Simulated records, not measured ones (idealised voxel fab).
Name of the process module below: voxel ribs on slabs
This is section cut - it's 300 nm across, gridded in 5 nm square cells.
A cross-section is written here as square cells arranged in a grid, and it is given in bands from the top down, each band taking up one or more rows of cells. It is stipulated that each band's entry specify, in nanometres, the height of the top of the band and then that of its bottom, followed by the materials of the band in left-to-right sequence, each together with its width in nanometres. A single material marked by the word "everywhere" is understood to fill the band from edge to edge; the word "empty" is understood to denote empty space. Ref level 0: as-received wafer is one material below here. Bottom band extends down with no lower bound ("0 and below"). With a width like "30..40", each row of cells in the band differs from the next by the same amount, the top row carrying the first number and the bottom row the second. Key: "no change" - step with no changed cell in the cross-section. Look at "Sealed cavities" for the closed voids: empty spaces with no open path to the top, sized 8 cells or up. Each is width x height at distance, distance from the left edge, all nm. Read whatever lies past the settings on a step's line as the simulator's own remark about the step. overlay nm: step with mask; distance mask lay right of planned place; negative value = left of planned place.

# Process steps foreseen in the plan
1. RECEIVE [material Si]
2. DIRECTIONAL_DEP [material SiO2] [thk nm 25]
3. DIRECTIONAL_DEP [material SiN] [thk nm 15]
4. PATTERN [tone cover] [mask id RIB] [material resist] [width nm 25] [thk nm 20] [overlay nm 0]
5. DIRECTIONAL_ETCH [etch materials SiN] [depth nm 5]
6. STRIP [etch materials resist]
7. PATTERN [tone cover] [mask id SLAB] [material resist] [width nm 85] [thk nm 15] [overlay nm 0]
8. DIRECTIONAL_ETCH [etch materials SiN] [depth nm 10]
9. STRIP [etch materials resist]
10. FILL_DEP [material SiO2] [thk nm 25]
11. CMP [height nm 60]
12. DIRECTIONAL_DEP [material W] [thk nm 5]
13. PATTERN [tone cover] [mask id HEATER] [material resist] [width nm 35] [thk nm 15] [overlay nm 0]
14. DIRECTIONAL_ETCH [etch materials W] [depth nm 5]
15. STRIP [etch materials resist]
16. CONFORMAL_DEP [material SiO2] [thk nm 5]

# The cross-section here shows the wafer as received, i.e. in its state after step 1
	0 and below = Si everywhere
	Sealed cavities: none

# Cross-sectional result after module completion. Note: starting condition and plan are unchanged from above; one processing mistake was made
	70 down to 65 = 125 nm empty  45 nm SiO2  130 nm empty
	65 down to 60 = 130 nm SiO2  35 nm W  135 nm SiO2
	60 down to 35 = SiO2 everywhere
	35 down to 30 = 105 nm SiN  85 nm SiO2  110 nm SiN
	30 down to 25 = 105 nm SiN  30 nm SiO2  25 nm SiN  30 nm SiO2  110 nm SiN
	25 down to 0 = SiO2 everywhere
	0 and below = Si everywhere
	Sealed cavities: none
What broke from the plan during processing? off-plan run, step 7, actual operation and settings PATTERN [tone open] [mask id SLAB] [material resist] [width nm 85] [thk nm 15] [overlay nm 0]
